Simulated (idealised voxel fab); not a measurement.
process module | voxel local oxidation
cross-section cut | 185 nm wide | cells 5 nm
A cross-section is a grid of square cells, given in bands from the top down. A band is one or more rows of cells.
Each band's line starts with the height of the band's top and of its bottom, in nm. Then come its materials from left to right, each with its width in nm. One material with "throughout" fills the band from edge to edge. "air" is empty space.
Height 0 is the level under which the wafer as received is all one material. The lowest band goes on downwards, as in "0 down".
A width such as "30 to 40" changes by the same amount from each row of cells to the next, from the band's top row to its bottom row.
"no change" after a step means that no cell of the cross-section changed.
closed voids: empty space of 8 cells or more with no open way to the top, each as width x height at its distance from the left edge, in nm
after a step's settings: what the simulator itself notes on the step
overlay nm, on a step with a mask: how far to the right of its planned place the mask lay; to the left if negative
plan
1 op RECEIVE | material Si
2 op OXIDIZE | depth nm 5
3 op CONFORMAL_DEP | material SiN | thk nm 15
4 op PATTERN | tone cover | mask id ACTIVE | material resist | width nm 105 | thk nm 20 | overlay nm 0
5 op DIRECTIONAL_ETCH | etch materials SiN | depth nm 15
6 op STRIP | etch materials resist
7 op SELECTIVE_ETCH | etch materials SiO2 | depth nm 5
8 op OXIDIZE | depth nm 10
9 op STRIP | etch materials SiN
first wafer, as planned
as received, after step 1
  0 down: Si throughout
  closed voids: none
after step 2
  0 to -5: SiO2 throughout
  below -5: unchanged
after step 3
  15 to 0: SiN throughout
  below 0: unchanged
after step 4
  35 to 15: air 40 | resist 105 | air 40
  below 15: unchanged
after step 5
  35 to 15: air 40 | resist 105 | air 40
  15 to 0: air 40 | SiN 105 | air 40
  below 0: unchanged
after step 6
  15 to 0: air 40 | SiN 105 | air 40
  below 0: unchanged
after step 7
  15 to 0: air 40 | SiN 105 | air 40
  0 to -5: air 45 | SiO2 95 | air 45
  below -5: unchanged
after step 8
  15 to 0: air 40 | SiN 105 | air 40
  0 to -5: air 45 | SiO2 95 | air 45
  -5 to -15: SiO2 55 | Si 75 | SiO2 55
  below -15: unchanged
after step 9
  0 to -5: air 45 | SiO2 95 | air 45
  below -5: unchanged
second wafer: like start, like plan, one mistake. Through step 3 it matches the first wafer
when step 4 should have ended
  35 to 15: air 45 | resist 105 | air 35
  below 15: unchanged
when step 5 should have ended
  35 to 15: air 45 | resist 105 | air 35
  15 to 0: air 45 | SiN 105 | air 35
  below 0: unchanged
when step 6 should have ended
  15 to 0: air 45 | SiN 105 | air 35
  below 0: unchanged
when step 7 should have ended
  15 to 0: air 45 | SiN 105 | air 35
  0 to -5: air 50 | SiO2 95 | air 40
  below -5: unchanged
when step 8 should have ended
  15 to 0: air 45 | SiN 105 | air 35
  0 to -5: air 50 | SiO2 95 | air 40
  -5 to -15: SiO2 60 | Si 75 | SiO2 50
  below -15: unchanged
when step 9 should have ended
  0 to -5: air 50 | SiO2 95 | air 40
  below -5: unchanged
what went wrong: step 4 ran as: op PATTERN | tone cover | mask id ACTIVE | material resist | width nm 105 | thk nm 20 | overlay nm 5
at the end the second wafer has, in cells: as many of each material as the first, in other places
